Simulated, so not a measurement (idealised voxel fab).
Herein follows the process module entitled voxel transistor to metal.
The width of the displayed cross-section, cut, is 175 nm; its cells are square, with a size of 5 nm.
Cross-section format: a grid of square cells, given as bands from top to bottom; each band is one or more rows of cells. What a band's entry tells you: where the top is and where the bottom is, as heights in nm, and after that what lies inside, material by material from left to right, each with its width in nm. Empty space is written as the word "blank", and a single material marked with the word "throughout" occupies the band from edge to edge. We count height from 0. Below that, the starting wafer is all one material. The lowest band never ends at the bottom but goes on down; see "from 0 down" for how that is written. Read "30..40" as a graded width: first number on top, second number at the bottom, same change between each pair of neighbouring rows. A step reported as "no change occurred" is a step in which no cell of the cross-section changed. "Internal closed voids": sealed empty spaces, 8 cells or more, no open way to top, listed width x height at distance, with distance from the left edge and width, height and distance in nm. The remark found on a step's line after its settings is issued by the simulator itself and pertains to that step. overlay nm: how far to the right of its planned place the mask lay on this masked step (negative: to the left).

Steps planned for the process
1. RECEIVE [material Si]
2. OXIDIZE [depth nm 5]
3. CONFORMAL_DEP [material SiN] [thk nm 15]
4. PATTERN [tone cover] [mask id ACTIVE] [material resist] [width nm 135] [thk nm 20] [overlay nm 0]
5. DIRECTIONAL_ETCH [etch materials SiN] [depth nm 15]
6. DIRECTIONAL_ETCH [etch materials SiO2] [depth nm 5]
7. DIRECTIONAL_ETCH [etch materials Si] [depth nm 25]
8. STRIP [etch materials resist]
9. FILL_DEP [material SiO2] [thk nm 15]
10. CMP [height nm 15]
11. SELECTIVE_ETCH [etch materials SiO2] [depth nm 10]
12. STRIP [etch materials SiN]
13. SELECTIVE_ETCH [etch materials SiO2] [depth nm 5]
14. OXIDIZE [depth nm 5]
15. DIRECTIONAL_DEP [material polySi] [thk nm 30]
16. DIRECTIONAL_DEP [material SiCN] [thk nm 15]
17. PATTERN [tone cover] [mask id GATE] [material resist] [width nm 35] [thk nm 20] [overlay nm 0]
18. DIRECTIONAL_ETCH [etch materials SiCN] [depth nm 25]
19. DIRECTIONAL_ETCH [etch materials polySi] [depth nm 40]
20. STRIP [etch materials resist]
21. CONFORMAL_DEP [material SiO2] [thk nm 5]
22. DIRECTIONAL_ETCH [etch materials SiO2] [depth nm 5]
23. CONFORMAL_DEP [material SiN] [thk nm 10]
24. DIRECTIONAL_ETCH [etch materials SiN] [depth nm 10]
25. DIRECTIONAL_ETCH [etch materials SiO2] [depth nm 5]
26. DIRECTIONAL_ETCH [etch materials Si] [depth nm 15]
27. EPI [material nSi] [thk nm 15]
28. FILL_DEP [material SiO2] [thk nm 5]
29. CMP [height nm 25]
30. STRIP [etch materials polySi]
31. SELECTIVE_ETCH [etch materials SiO2] [depth nm 5]
32. CONFORMAL_DEP [material HfO2] [thk nm 5]
33. CONFORMAL_DEP [material TiN] [thk nm 5]
34. FILL_DEP [material W] [thk nm 5]
35. CMP [height nm 20]
36. DIRECTIONAL_DEP [material SiO2] [thk nm 10]
37. MASKED_ETCH [tone open] [mask id CONTACT] [width nm 20] [pitch nm 95] [etch materials SiO2] [depth nm 25] [overlay nm 0]
38. CONFORMAL_DEP [material TiN] [thk nm 5]
39. FILL_DEP [material W] [thk nm 10]
40. CMP [height nm 30]
41. DIRECTIONAL_DEP [material TiN] [thk nm 5]
42. DIRECTIONAL_DEP [material W] [thk nm 15]
43. DIRECTIONAL_DEP [material aC] [thk nm 10]
44. PATTERN [tone cover] [mask id METAL_1] [material resist] [width nm 20] [pitch nm 95] [thk nm 30] [overlay nm 0]
45. DIRECTIONAL_ETCH [etch materials aC] [depth nm 10]
46. STRIP [etch materials resist]
47. DIRECTIONAL_ETCH [etch materials W] [depth nm 15]
48. DIRECTIONAL_ETCH [etch materials TiN] [depth nm 5]
49. STRIP [etch materials aC]
50. CONFORMAL_DEP [material SiCN] [thk nm 5]
51. FILL_DEP [material lowk] [thk nm 10]
52. CMP [height nm 50]
53. CONFORMAL_DEP [material SiCN] [thk nm 5]

Cross-section: wafer on arrival = after step 1
> from 0 down | Si throughout
> Internal closed voids: none

Same starting wafer, same plan as above, one mistake in the execution; this is the cross-section at the end of the module
> from 55 to 50 | SiCN throughout
> from 50 to 45 | lowk throughout
> from 45 to 40 | lowk: 25; SiCN: 30; lowk: 65; SiCN: 30; lowk: 25
> from 40 to 35 | lowk: 25; SiCN: 5; W: 20; SiCN: 5; lowk: 65; SiCN: 5; W: 20; SiCN: 5; lowk: 25
> from 35 to 30 | SiCN: 30; TiN: 20; SiCN: 75; TiN: 20; SiCN: 30
> from 30 to 20 | SiO2: 30; TiN: 5; W: 10; TiN: 5; SiO2: 75; TiN: 5; W: 10; TiN: 5; SiO2: 30
> from 20 to 10 | SiO2: 30; TiN: 5; W: 10; TiN: 5; SiO2: 5; SiN: 10; HfO2: 5; TiN: 5; W: 25; TiN: 5; HfO2: 5; SiN: 10; SiO2: 5; TiN: 5; W: 10; TiN: 5; SiO2: 30
> from 10 to 5 | SiO2: 30; TiN: 20; SiO2: 5; SiN: 10; HfO2: 5; TiN: 5; W: 25; TiN: 5; HfO2: 5; SiN: 10; SiO2: 5; TiN: 20; SiO2: 30
> from 5 to 0 | SiO2: 25; nSi: 30; SiN: 10; HfO2: 5; TiN: 5; W: 25; TiN: 5; HfO2: 5; SiN: 10; nSi: 30; SiO2: 25
> from 0 to -5 | SiO2: 20; SiN: 10; nSi: 25; SiN: 10; HfO2: 5; TiN: 35; HfO2: 5; SiN: 10; nSi: 25; SiN: 10; SiO2: 20
> from -5 to -10 | SiO2: 30; nSi: 25; SiO2: 10; HfO2: 45; SiO2: 10; nSi: 25; SiO2: 30
> from -10 to -25 | SiO2: 20; Si: 10; nSi: 25; Si: 65; nSi: 25; Si: 10; SiO2: 20
> from -25 to -30 | SiO2: 20; Si: 135; SiO2: 20
> from -30 down | Si throughout
> Internal closed voids: none
Nonconformance to the process plan: step 42 was processed under conditions differing from the plan, specifically as DIRECTIONAL_DEP [material W] [thk nm 5]
